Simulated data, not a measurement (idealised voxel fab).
The following is a process module called voxel capacitor over wiring.
cross-section cut | 210 nm wide | cells 5 nm
How to read a cross-section here: the picture is a grid of square cells, written as bands going from the top down, and any band can span one or more rows of cells. Band: top and bottom heights (nm) first, top before bottom; then materials from left to right, widths in nm. "throughout" marks a sole material filling the band edge to edge. "blank" denotes empty space. Zero point of the height axis is 0; under it, received wafer = one material. Lowest band: continues down indefinitely, "z 0 and below". A width given as "30->40" starts at the first number in the band's top row and ends at the second number in its bottom row, shifting by an equal amount at every step from row to row. When a step is marked "remains unaltered", none of the cells in the cross-section changed during that step. "Sealed-off cavities" means: voids of 8 cells or more that are shut off from the top with no open way through. Written width x height at distance, distance from the left edge, in nm. What comes after the settings on a step's line is commentary from the simulator itself on that step. Regarding "overlay nm": on a step with a mask, it is the distance the mask lay to the right of its planned place; a negative value places it to the left.

-- Planned process steps
1) RECEIVE with material Si
2) CONFORMAL_DEP with material SiO2, thk nm 10
3) CONFORMAL_DEP with material SiCN, thk nm 5
4) DIRECTIONAL_DEP with material SiO2, thk nm 15
5) PATTERN with tone open, mask id METAL_1, material resist, width nm 30, pitch nm 95, thk nm 20, overlay nm 0
6) DIRECTIONAL_ETCH with etch materials SiO2, depth nm 15
7) DIRECTIONAL_ETCH with etch materials SiCN, depth nm 5
8) STRIP with etch materials resist
9) CONFORMAL_DEP with material TiN, thk nm 5
10) FILL_DEP with material Cu, thk nm 5
11) CMP with height nm 30
12) CONFORMAL_DEP with material SiCN, thk nm 5
13) DIRECTIONAL_DEP with material lowk, thk nm 20
14) PATTERN with tone open, mask id PLUG_1, material resist, width nm 15, thk nm 15, overlay nm 0
15) DIRECTIONAL_ETCH with etch materials lowk, depth nm 20
16) DIRECTIONAL_ETCH with etch materials SiCN, depth nm 5
17) STRIP with etch materials resist
18) EPI with material Ru, thk nm 10
19) EPI with material Ru, thk nm 10
20) EPI with material Ru, thk nm 5
21) DIRECTIONAL_DEP with material TiN, thk nm 5
22) DIRECTIONAL_DEP with material HfO2, thk nm 5
23) DIRECTIONAL_DEP with material TiN, thk nm 5
24) MASKED_ETCH with tone cover, mask id UPPER_PLATE, width nm 70, etch materials TiN, depth nm 5, overlay nm 0
25) MASKED_ETCH with tone cover, mask id UPPER_PLATE, width nm 70, etch materials HfO2, depth nm 5, overlay nm 0
26) MASKED_ETCH with tone cover, mask id LOWER_PLATE, width nm 80, etch materials TiN, depth nm 5, overlay nm 0
27) FILL_DEP with material SiO2, thk nm 15
28) CMP with height nm 80
29) DIRECTIONAL_DEP with material aC, thk nm 15
30) PATTERN with tone open, mask id PLUG_2, material resist, width nm 15, thk nm 30, overlay nm 0
31) DIRECTIONAL_ETCH with etch materials aC, depth nm 15
32) STRIP with etch materials resist
33) DIRECTIONAL_ETCH with etch materials SiO2, depth nm 10
34) STRIP with etch materials aC
35) CONFORMAL_DEP with material TiN, thk nm 5
36) FILL_DEP with material W, thk nm 5
37) CMP with height nm 80
38) CONFORMAL_DEP with material SiN, thk nm 5

-- The following pertains to the first of two wafers, which was processed as planned

-- As received (post step 1): cross-section
    z 0 and below = Si throughout
    Sealed-off cavities: none

-- Cross-section through the wafer, step 2 finished
    z 10 to 0 = SiO2 throughout
    Nothing below the height 0 has changed.

-- Cross-section through the wafer, step 3 finished
    z 15 to 10 = SiCN throughout
    Nothing below the height 10 has changed.

-- Cross-section through the wafer, step 4 finished
    z 30 to 15 = SiO2 throughout
    Nothing below the height 15 has changed.

-- Cross-section through the wafer, step 5 finished
    z 50 to 30 = resist 40 nm, blank 30 nm, resist 65 nm, blank 30 nm, resist 45 nm
    Nothing below the height 30 has changed.

-- Cross-section through the wafer, step 6 finished
    z 50 to 30 = resist 40 nm, blank 30 nm, resist 65 nm, blank 30 nm, resist 45 nm
    z 30 to 15 = SiO2 40 nm, blank 30 nm, SiO2 65 nm, blank 30 nm, SiO2 45 nm
    Nothing below the height 15 has changed.

-- Cross-section through the wafer, step 7 finished
    z 50 to 30 = resist 40 nm, blank 30 nm, resist 65 nm, blank 30 nm, resist 45 nm
    z 30 to 15 = SiO2 40 nm, blank 30 nm, SiO2 65 nm, blank 30 nm, SiO2 45 nm
    z 15 to 10 = SiCN 40 nm, blank 30 nm, SiCN 65 nm, blank 30 nm, SiCN 45 nm
    Nothing below the height 10 has changed.

-- Cross-section through the wafer, step 8 finished
    z 30 to 15 = SiO2 40 nm, blank 30 nm, SiO2 65 nm, blank 30 nm, SiO2 45 nm
    Nothing below the height 15 has changed.

-- Cross-section through the wafer, step 9 finished
    z 35 to 30 = TiN 45 nm, blank 20 nm, TiN 75 nm, blank 20 nm, TiN 50 nm
    z 30 to 15 = SiO2 40 nm, TiN 5 nm, blank 20 nm, TiN 5 nm, SiO2 65 nm, TiN 5 nm, blank 20 nm, TiN 5 nm, SiO2 45 nm
    z 15 to 10 = SiCN 40 nm, TiN 30 nm, SiCN 65 nm, TiN 30 nm, SiCN 45 nm
    Nothing below the height 10 has changed.

-- Cross-section through the wafer, step 10 finished
    z 40 to 35 = Cu throughout
    z 35 to 30 = TiN 45 nm, Cu 20 nm, TiN 75 nm, Cu 20 nm, TiN 50 nm
    z 30 to 15 = SiO2 40 nm, TiN 5 nm, Cu 20 nm, TiN 5 nm, SiO2 65 nm, TiN 5 nm, Cu 20 nm, TiN 5 nm, SiO2 45 nm
    Nothing below the height 15 has changed.

-- Cross-section through the wafer, step 11 finished
    z 30 to 15 = SiO2 40 nm, TiN 5 nm, Cu 20 nm, TiN 5 nm, SiO2 65 nm, TiN 5 nm, Cu 20 nm, TiN 5 nm, SiO2 45 nm
    Nothing below the height 15 has changed.

-- Cross-section through the wafer, step 12 finished
    z 35 to 30 = SiCN throughout
    Nothing below the height 30 has changed.

-- Cross-section through the wafer, step 13 finished
    z 55 to 35 = lowk throughout
    Nothing below the height 35 has changed.

-- Cross-section through the wafer, step 14 finished
    z 70 to 55 = resist 55 nm, blank 15 nm, resist 140 nm
    Nothing below the height 55 has changed.

-- Cross-section through the wafer, step 15 finished
    z 70 to 55 = resist 55 nm, blank 15 nm, resist 140 nm
    z 55 to 35 = lowk 55 nm, blank 15 nm, lowk 140 nm
    Nothing below the height 35 has changed.

-- Cross-section through the wafer, step 16 finished
    z 70 to 55 = resist 55 nm, blank 15 nm, resist 140 nm
    z 55 to 35 = lowk 55 nm, blank 15 nm, lowk 140 nm
    z 35 to 30 = SiCN 55 nm, blank 15 nm, SiCN 140 nm
    Nothing below the height 30 has changed.

-- Cross-section through the wafer, step 17 finished
    z 55 to 35 = lowk 55 nm, blank 15 nm, lowk 140 nm
    Nothing below the height 35 has changed.

-- Cross-section through the wafer, step 18 finished
    z 55 to 40 = lowk 55 nm, blank 15 nm, lowk 140 nm
    z 40 to 35 = lowk 55 nm, Ru 15 nm, lowk 140 nm
    z 35 to 30 = SiCN 55 nm, Ru 15 nm, SiCN 140 nm
    Nothing below the height 30 has changed.

-- Cross-section through the wafer, step 19 finished
    z 55 to 50 = lowk 55 nm, blank 15 nm, lowk 140 nm
    z 50 to 35 = lowk 55 nm, Ru 15 nm, lowk 140 nm
    Nothing below the height 35 has changed.

-- Cross-section through the wafer, step 20 finished
    z 55 to 35 = lowk 55 nm, Ru 15 nm, lowk 140 nm
    Nothing below the height 35 has changed.

-- Cross-section through the wafer, step 21 finished
    z 60 to 55 = TiN throughout
    Nothing below the height 55 has changed.

-- Cross-section through the wafer, step 22 finished
    z 65 to 60 = HfO2 throughout
    Nothing below the height 60 has changed.

-- Cross-section through the wafer, step 23 finished
    z 70 to 65 = TiN throughout
    Nothing below the height 65 has changed.

-- Cross-section through the wafer, step 24 finished
    z 70 to 65 = blank 55 nm, TiN 70 nm, blank 85 nm
    Nothing below the height 65 has changed.

-- Cross-section through the wafer, step 25 finished
    z 70 to 65 = blank 55 nm, TiN 70 nm, blank 85 nm
    z 65 to 60 = blank 55 nm, HfO2 70 nm, blank 85 nm
    Nothing below the height 60 has changed.

-- Cross-section through the wafer, step 26 finished
    z 70 to 65 = blank 55 nm, TiN 70 nm, blank 85 nm
    z 65 to 60 = blank 55 nm, HfO2 70 nm, blank 85 nm
    z 60 to 55 = blank 50 nm, TiN 80 nm, blank 80 nm
    Nothing below the height 55 has changed.

-- Cross-section through the wafer, step 27 finished
    z 85 to 70 = SiO2 throughout
    z 70 to 65 = SiO2 55 nm, TiN 70 nm, SiO2 85 nm
    z 65 to 60 = SiO2 55 nm, HfO2 70 nm, SiO2 85 nm
    z 60 to 55 = SiO2 50 nm, TiN 80 nm, SiO2 80 nm
    Nothing below the height 55 has changed.

-- Cross-section through the wafer, step 28 finished
    z 80 to 70 = SiO2 throughout
    Nothing below the height 70 has changed.

-- Cross-section through the wafer, step 29 finished
    z 95 to 80 = aC throughout
    Nothing below the height 80 has changed.

-- Cross-section through the wafer, step 30 finished
    z 125 to 95 = resist 65 nm, blank 15 nm, resist 130 nm
    Nothing below the height 95 has changed.

-- Cross-section through the wafer, step 31 finished
    z 110 to 95 = resist 65 nm, blank 15 nm, resist 130 nm
    z 95 to 80 = aC 65 nm, blank 15 nm, aC 130 nm
    Nothing below the height 80 has changed.

-- Cross-section through the wafer, step 32 finished
    z 95 to 80 = aC 65 nm, blank 15 nm, aC 130 nm
    Nothing below the height 80 has changed.

-- Cross-section through the wafer, step 33 finished
    z 95 to 80 = aC 65 nm, blank 15 nm, aC 130 nm
    z 80 to 70 = SiO2 65 nm, blank 15 nm, SiO2 130 nm
    Nothing below the height 70 has changed.

-- Cross-section through the wafer, step 34 finished
    z 80 to 70 = SiO2 65 nm, blank 15 nm, SiO2 130 nm
    Nothing below the height 70 has changed.

-- Cross-section through the wafer, step 35 finished
    z 85 to 80 = TiN 70 nm, blank 5 nm, TiN 135 nm
    z 80 to 75 = SiO2 65 nm, TiN 5 nm, blank 5 nm, TiN 5 nm, SiO2 130 nm
    z 75 to 65 = SiO2 65->55 nm, TiN 15->70 nm, SiO2 130->85 nm
    Nothing below the height 65 has changed.

-- Cross-section through the wafer, step 36 finished
    z 90 to 85 = W throughout
    z 85 to 80 = TiN 70 nm, W 5 nm, TiN 135 nm
    z 80 to 75 = SiO2 65 nm, TiN 5 nm, W 5 nm, TiN 5 nm, SiO2 130 nm
    Nothing below the height 75 has changed.

-- Cross-section through the wafer, step 37 finished
    z 80 to 75 = SiO2 65 nm, TiN 5 nm, W 5 nm, TiN 5 nm, SiO2 130 nm
    Nothing below the height 75 has changed.

-- Cross-section through the wafer, step 38 finished
    z 85 to 80 = SiN throughout
    Nothing below the height 80 has changed.

-- Companion wafer, the second of two: same beginning, same intended sequence, one mistake in carrying it out; through step 1 inclusive it tracks the first exactly

Cross-section of the second wafer corresponding to the planned conclusion of step 2: remains unaltered

-- Cross-section of the second wafer corresponding to the planned conclusion of step 3
    z 5 to 0 = SiCN throughout
    Nothing below the height 0 has changed.

-- Cross-section of the second wafer corresponding to the planned conclusion of step 4
    z 20 to 5 = SiO2 throughout
    Nothing below the height 5 has changed.

-- Cross-section of the second wafer corresponding to the planned conclusion of step 5
    z 40 to 20 = resist 40 nm, blank 30 nm, resist 65 nm, blank 30 nm, resist 45 nm
    Nothing below the height 20 has changed.

-- Cross-section of the second wafer corresponding to the planned conclusion of step 6
    z 40 to 20 = resist 40 nm, blank 30 nm, resist 65 nm, blank 30 nm, resist 45 nm
    z 20 to 5 = SiO2 40 nm, blank 30 nm, SiO2 65 nm, blank 30 nm, SiO2 45 nm
    Nothing below the height 5 has changed.

-- Cross-section of the second wafer corresponding to the planned conclusion of step 7
    z 40 to 20 = resist 40 nm, blank 30 nm, resist 65 nm, blank 30 nm, resist 45 nm
    z 20 to 5 = SiO2 40 nm, blank 30 nm, SiO2 65 nm, blank 30 nm, SiO2 45 nm
    z 5 to 0 = SiCN 40 nm, blank 30 nm, SiCN 65 nm, blank 30 nm, SiCN 45 nm
    Nothing below the height 0 has changed.

-- Cross-section of the second wafer corresponding to the planned conclusion of step 8
    z 20 to 5 = SiO2 40 nm, blank 30 nm, SiO2 65 nm, blank 30 nm, SiO2 45 nm
    Nothing below the height 5 has changed.

-- Cross-section of the second wafer corresponding to the planned conclusion of step 9
    z 25 to 20 = TiN 45 nm, blank 20 nm, TiN 75 nm, blank 20 nm, TiN 50 nm
    z 20 to 5 = SiO2 40 nm, TiN 5 nm, blank 20 nm, TiN 5 nm, SiO2 65 nm, TiN 5 nm, blank 20 nm, TiN 5 nm, SiO2 45 nm
    z 5 to 0 = SiCN 40 nm, TiN 30 nm, SiCN 65 nm, TiN 30 nm, SiCN 45 nm
    Nothing below the height 0 has changed.

-- Cross-section of the second wafer corresponding to the planned conclusion of step 10
    z 30 to 25 = Cu throughout
    z 25 to 20 = TiN 45 nm, Cu 20 nm, TiN 75 nm, Cu 20 nm, TiN 50 nm
    z 20 to 5 = SiO2 40 nm, TiN 5 nm, Cu 20 nm, TiN 5 nm, SiO2 65 nm, TiN 5 nm, Cu 20 nm, TiN 5 nm, SiO2 45 nm
    Nothing below the height 5 has changed.

Cross-section of the second wafer corresponding to the planned conclusion of step 11: remains unaltered

-- Cross-section of the second wafer corresponding to the planned conclusion of step 12
    z 35 to 30 = SiCN throughout
    Nothing below the height 30 has changed.

-- Cross-section of the second wafer corresponding to the planned conclusion of step 13
    z 55 to 35 = lowk throughout
    Nothing below the height 35 has changed.

-- Cross-section of the second wafer corresponding to the planned conclusion of step 14
    z 70 to 55 = resist 55 nm, blank 15 nm, resist 140 nm
    Nothing below the height 55 has changed.

-- Cross-section of the second wafer corresponding to the planned conclusion of step 15
    z 70 to 55 = resist 55 nm, blank 15 nm, resist 140 nm
    z 55 to 35 = lowk 55 nm, blank 15 nm, lowk 140 nm
    Nothing below the height 35 has changed.

-- Cross-section of the second wafer corresponding to the planned conclusion of step 16
    z 70 to 55 = resist 55 nm, blank 15 nm, resist 140 nm
    z 55 to 35 = lowk 55 nm, blank 15 nm, lowk 140 nm
    z 35 to 30 = SiCN 55 nm, blank 15 nm, SiCN 140 nm
    Nothing below the height 30 has changed.

-- Cross-section of the second wafer corresponding to the planned conclusion of step 17
    z 55 to 35 = lowk 55 nm, blank 15 nm, lowk 140 nm
    Nothing below the height 35 has changed.

-- Cross-section of the second wafer corresponding to the planned conclusion of step 18
    z 55 to 40 = lowk 55 nm, blank 15 nm, lowk 140 nm
    z 40 to 35 = lowk 55 nm, Ru 15 nm, lowk 140 nm
    z 35 to 30 = SiCN 55 nm, Ru 15 nm, SiCN 140 nm
    Nothing below the height 30 has changed.

-- Cross-section of the second wafer corresponding to the planned conclusion of step 19
    z 55 to 50 = lowk 55 nm, blank 15 nm, lowk 140 nm
    z 50 to 35 = lowk 55 nm, Ru 15 nm, lowk 140 nm
    Nothing below the height 35 has changed.

-- Cross-section of the second wafer corresponding to the planned conclusion of step 20
    z 55 to 35 = lowk 55 nm, Ru 15 nm, lowk 140 nm
    Nothing below the height 35 has changed.

-- Cross-section of the second wafer corresponding to the planned conclusion of step 21
    z 60 to 55 = TiN throughout
    Nothing below the height 55 has changed.

-- Cross-section of the second wafer corresponding to the planned conclusion of step 22
    z 65 to 60 = HfO2 throughout
    Nothing below the height 60 has changed.

-- Cross-section of the second wafer corresponding to the planned conclusion of step 23
    z 70 to 65 = TiN throughout
    Nothing below the height 65 has changed.

-- Cross-section of the second wafer corresponding to the planned conclusion of step 24
    z 70 to 65 = blank 55 nm, TiN 70 nm, blank 85 nm
    Nothing below the height 65 has changed.

-- Cross-section of the second wafer corresponding to the planned conclusion of step 25
    z 70 to 65 = blank 55 nm, TiN 70 nm, blank 85 nm
    z 65 to 60 = blank 55 nm, HfO2 70 nm, blank 85 nm
    Nothing below the height 60 has changed.

-- Cross-section of the second wafer corresponding to the planned conclusion of step 26
    z 70 to 65 = blank 55 nm, TiN 70 nm, blank 85 nm
    z 65 to 60 = blank 55 nm, HfO2 70 nm, blank 85 nm
    z 60 to 55 = blank 50 nm, TiN 80 nm, blank 80 nm
    Nothing below the height 55 has changed.

-- Cross-section of the second wafer corresponding to the planned conclusion of step 27
    z 85 to 70 = SiO2 throughout
    z 70 to 65 = SiO2 55 nm, TiN 70 nm, SiO2 85 nm
    z 65 to 60 = SiO2 55 nm, HfO2 70 nm, SiO2 85 nm
    z 60 to 55 = SiO2 50 nm, TiN 80 nm, SiO2 80 nm
    Nothing below the height 55 has changed.

-- Cross-section of the second wafer corresponding to the planned conclusion of step 28
    z 80 to 70 = SiO2 throughout
    Nothing below the height 70 has changed.

-- Cross-section of the second wafer corresponding to the planned conclusion of step 29
    z 95 to 80 = aC throughout
    Nothing below the height 80 has changed.

-- Cross-section of the second wafer corresponding to the planned conclusion of step 30
    z 125 to 95 = resist 65 nm, blank 15 nm, resist 130 nm
    Nothing below the height 95 has changed.

-- Cross-section of the second wafer corresponding to the planned conclusion of step 31
    z 110 to 95 = resist 65 nm, blank 15 nm, resist 130 nm
    z 95 to 80 = aC 65 nm, blank 15 nm, aC 130 nm
    Nothing below the height 80 has changed.

-- Cross-section of the second wafer corresponding to the planned conclusion of step 32
    z 95 to 80 = aC 65 nm, blank 15 nm, aC 130 nm
    Nothing below the height 80 has changed.

-- Cross-section of the second wafer corresponding to the planned conclusion of step 33
    z 95 to 80 = aC 65 nm, blank 15 nm, aC 130 nm
    z 80 to 70 = SiO2 65 nm, blank 15 nm, SiO2 130 nm
    Nothing below the height 70 has changed.

-- Cross-section of the second wafer corresponding to the planned conclusion of step 34
    z 80 to 70 = SiO2 65 nm, blank 15 nm, SiO2 130 nm
    Nothing below the height 70 has changed.

-- Cross-section of the second wafer corresponding to the planned conclusion of step 35
    z 85 to 80 = TiN 70 nm, blank 5 nm, TiN 135 nm
    z 80 to 75 = SiO2 65 nm, TiN 5 nm, blank 5 nm, TiN 5 nm, SiO2 130 nm
    z 75 to 65 = SiO2 65->55 nm, TiN 15->70 nm, SiO2 130->85 nm
    Nothing below the height 65 has changed.

-- Cross-section of the second wafer corresponding to the planned conclusion of step 36
    z 90 to 85 = W throughout
    z 85 to 80 = TiN 70 nm, W 5 nm, TiN 135 nm
    z 80 to 75 = SiO2 65 nm, TiN 5 nm, W 5 nm, TiN 5 nm, SiO2 130 nm
    Nothing below the height 75 has changed.

-- Cross-section of the second wafer corresponding to the planned conclusion of step 37
    z 80 to 75 = SiO2 65 nm, TiN 5 nm, W 5 nm, TiN 5 nm, SiO2 130 nm
    Nothing below the height 75 has changed.

-- Cross-section of the second wafer corresponding to the planned conclusion of step 38
    z 85 to 80 = SiN throughout
    Nothing below the height 80 has changed.
What went wrong in running the wafer? step 2 was left out
The closing comparison, in cells, has the second wafer with more or fewer of some materials than the first: Cu: 50 more | SiO2: 84 fewer | TiN: 34 more
